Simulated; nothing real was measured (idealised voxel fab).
Process module under the name voxel wiring stack
FYI the section here is cut, 240 nm wide, cells are 5 nm squares.
How to read a cross-section here: the picture is a grid of square cells, written as bands going from the top down, and any band can span one or more rows of cells.
What a band's entry tells you: where the top is and where the bottom is, as heights in nm, and after that what lies inside, material by material from left to right, each with its width in nm. Empty space is written as the word "air", and a single material marked with the word "all across" occupies the band from edge to edge.
Where do heights start? At 0: under that level the wafer as delivered is made of one material only. And the lowest band has no floor; it just carries on downward, as in "from 0 down".
Top row gets the first number, bottom row gets the second, and each row in between changes by the same step: that is how a band width like "30 to 40" works.
"stayed the same" after a step means that no cell of the cross-section changed.
What "Unvented cavities" gives you is every empty space of 8 cells or more that is cut off from the top. Each appears as width x height at distance, with the distance taken from the left edge and width, height and distance all in nm.
Read whatever lies past the settings on a step's line as the simulator's own remark about the step.
What "overlay nm" on a step's line means: if the step has a mask, that mask lay this far to the right of its planned place, or, when the value is negative, to the left.
The process steps that were planned are listed below
1,RECEIVE, material Si
2,CONFORMAL_DEP, material SiO2, thk nm 10
3,DIRECTIONAL_DEP, material TiN, thk nm 5
4,DIRECTIONAL_DEP, material W, thk nm 25
5,MASKED_ETCH, tone cover, mask id METAL_1, width nm 20, pitch nm 40, etch materials W, depth nm 25, overlay nm 0
6,MASKED_ETCH, tone cover, mask id METAL_1, width nm 20, pitch nm 40, etch materials TiN, depth nm 5, overlay nm 0
7,FILL_DEP, material lowk, thk nm 5
8,CMP, height nm 40
9,CONFORMAL_DEP, material SiCN, thk nm 5
10,DIRECTIONAL_DEP, material lowk, thk nm 10
11,MASKED_ETCH, tone open, mask id PLUG_1, width nm 15, pitch nm 40, etch materials lowk, depth nm 10, overlay nm 0
12,MASKED_ETCH, tone open, mask id PLUG_1, width nm 15, pitch nm 40, etch materials SiCN, depth nm 5, overlay nm 0
13,EPI, material Ru, thk nm 10
14,EPI, material Ru, thk nm 5
15,CONFORMAL_DEP, material SiCN, thk nm 5
16,DIRECTIONAL_DEP, material lowk, thk nm 15
17,PATTERN, tone open, mask id METAL_2, material resist, width nm 20, pitch nm 40, thk nm 15, overlay nm 0
18,DIRECTIONAL_ETCH, etch materials lowk, depth nm 15
19,DIRECTIONAL_ETCH, etch materials SiCN, depth nm 5
20,STRIP, etch materials resist
21,CONFORMAL_DEP, material TiN, thk nm 5
22,FILL_DEP, material Cu, thk nm 10
23,CMP, height nm 75
24,EPI, material Ru, thk nm 5
25,FILL_DEP, material SiCN, thk nm 5
26,DIRECTIONAL_DEP, material lowk, thk nm 20
27,MASKED_ETCH, tone open, mask id PLUG_2, width nm 15, pitch nm 80, etch materials lowk, depth nm 20, overlay nm 0
28,MASKED_ETCH, tone open, mask id PLUG_2, width nm 15, pitch nm 80, etch materials SiCN, depth nm 5, overlay nm 0
29,EPI, material Ru, thk nm 10
30,EPI, material Ru, thk nm 10
31,EPI, material Ru, thk nm 5
32,CONFORMAL_DEP, material SiCN, thk nm 5
33,DIRECTIONAL_DEP, material lowk, thk nm 25
34,PATTERN, tone open, mask id METAL_3, material resist, width nm 20, pitch nm 40, thk nm 20, overlay nm 0
35,DIRECTIONAL_ETCH, etch materials lowk, depth nm 25
36,DIRECTIONAL_ETCH, etch materials SiCN, depth nm 5
37,STRIP, etch materials resist
38,CONFORMAL_DEP, material TiN, thk nm 5
39,FILL_DEP, material Ru, thk nm 10
40,CMP, height nm 135
41,CONFORMAL_DEP, material SiCN, thk nm 5
Wafer cross-section on receipt, i.e. after step 1
  from 0 down = Si all across
  Unvented cavities: none
Below is the wafer in cross-section after the module was completed. It began from the starting point shown above and followed the plan shown above, except that one mistake was made while running it
  from 140 to 135 = SiCN all across
  from 135 to 110 = lowk: 55; Ru: 10; lowk: 30; Ru: 10; lowk: 30; Ru: 10; lowk: 30; Ru: 10; lowk: 55
  from 110 to 105 = SiCN: 50; lowk: 20; SiCN: 20; lowk: 20; SiCN: 20; lowk: 20; SiCN: 20; lowk: 20; SiCN: 50
  from 105 to 85 = lowk: 50; Ru: 15; lowk: 65; Ru: 15; lowk: 95
  from 85 to 80 = SiCN: 50; Ru: 15; SiCN: 65; Ru: 15; SiCN: 95
  from 80 to 75 = SiCN: 45; Ru: 30; SiCN: 10; Ru: 30; SiCN: 10; Ru: 30; SiCN: 10; Ru: 30; SiCN: 45
  from 75 to 60 = lowk: 50; TiN: 5; Cu: 10; TiN: 5; lowk: 20; TiN: 5; Cu: 10; TiN: 5; lowk: 20; TiN: 5; Cu: 10; TiN: 5; lowk: 20; TiN: 5; Cu: 10; TiN: 5; lowk: 50
  from 60 to 55 = SiCN: 50; TiN: 20; SiCN: 20; TiN: 20; SiCN: 20; TiN: 20; SiCN: 20; TiN: 20; SiCN: 50
  from 55 to 45 = lowk: 50; Ru: 15; lowk: 25; Ru: 15; lowk: 25; Ru: 15; lowk: 25; Ru: 15; lowk: 55
  from 45 to 40 = SiCN: 50; Ru: 15; SiCN: 25; Ru: 15; SiCN: 25; Ru: 15; SiCN: 25; Ru: 15; SiCN: 55
  from 40 to 15 = lowk: 50; W: 20; lowk: 20; W: 20; lowk: 20; W: 20; lowk: 20; W: 20; lowk: 50
  from 15 to 10 = lowk: 50; TiN: 20; lowk: 20; TiN: 20; lowk: 20; TiN: 20; lowk: 20; TiN: 20; lowk: 50
  from 10 to 0 = SiO2 all across
  from 0 down = Si all across
  Unvented cavities: none
Short version of what went wrong: step 38 ran with different settings than intended, the actual operation and settings being CONFORMAL_DEP, material lowk, thk nm 5
